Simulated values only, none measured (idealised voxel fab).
You're looking at the process module voxel tone inversion.
Cross-sectional view cut (width: 165 nm; square cell size: 5 nm).
Cross-section, as written here: a square-cell grid given band by band from the top down, where a band holds one or more rows of cells.
First you get the band's top height and its bottom height, in nm, and then the materials it's made of, left to right, with each width in nm. If you see a single material with "edge to edge", that one covers the band edge to edge. "blank" is empty space.
Heights are expressed relative to 0, this being the level below which the as-received wafer comprises one material exclusively. The lowest band is unbounded in the downward direction and is denoted as in "0 nm and below".
It should be noted that a width expressed as "30->40" varies in equal increments from row to row of cells within the band, taking the value of the first number at the top row and that of the second number at the bottom row.
Where a step carries "identical to before", the cross-section came out of it unchanged, cell for cell.
In the "Closed void catalog" entry, you get each enclosed empty space of 8 cells or more, one with no open way to the top, written width x height at distance, distance from the left edge, in nm.
Read whatever lies past the settings on a step's line as the simulator's own remark about the step.
The line of a step may include "overlay nm". On a step with a mask, this value is how far to the right of its planned place the mask lay. A negative value means the mask lay to the left.
**Steps planned for the process**
1: RECEIVE: material Si
2: CONFORMAL_DEP: material SiN, thk nm 5
3: DIRECTIONAL_DEP: material polySi, thk nm 20
4: PATTERN: tone cover, mask id POSTS, material resist, width nm 20, pitch nm 35, thk nm 25, overlay nm 0
5: DIRECTIONAL_ETCH: etch materials polySi, depth nm 20
6: STRIP: etch materials resist
7: FILL_DEP: material lowk, thk nm 10
8: CMP: height nm 25
9: STRIP: etch materials polySi
**Incoming wafer, cross-sectional view, post step 1**
- 0 nm and below: Si edge to edge
- Closed void catalog: none
**First of two wafers at the end of the module, shown in cross-section; run carried out as planned**
- 25 nm to 5 nm: 20 nm lowk | 20 nm blank | 15 nm lowk | 20 nm blank | 15 nm lowk | 20 nm blank | 15 nm lowk | 20 nm blank | 20 nm lowk
- 5 nm to 0 nm: SiN edge to edge
- 0 nm and below: Si edge to edge
- Closed void catalog: none
**Wafer two (of two), end-of-module cross-section: start = wafer one, plan = wafer one, one run mistake**
- 25 nm to 5 nm: 20 nm blank | 20 nm polySi | 15 nm blank | 20 nm polySi | 15 nm blank | 20 nm polySi | 15 nm blank | 20 nm polySi | 20 nm blank
- 5 nm to 0 nm: SiN edge to edge
- 0 nm and below: Si edge to edge
- Closed void catalog: none
Where did the run depart from the plan? for step 9, the planned setting was not used; the step was instead run as STRIP: etch materials lowk
Heads up, by the end the second wafer has more or fewer cells of some materials compared to the first: -68 lowk, +64 polySi
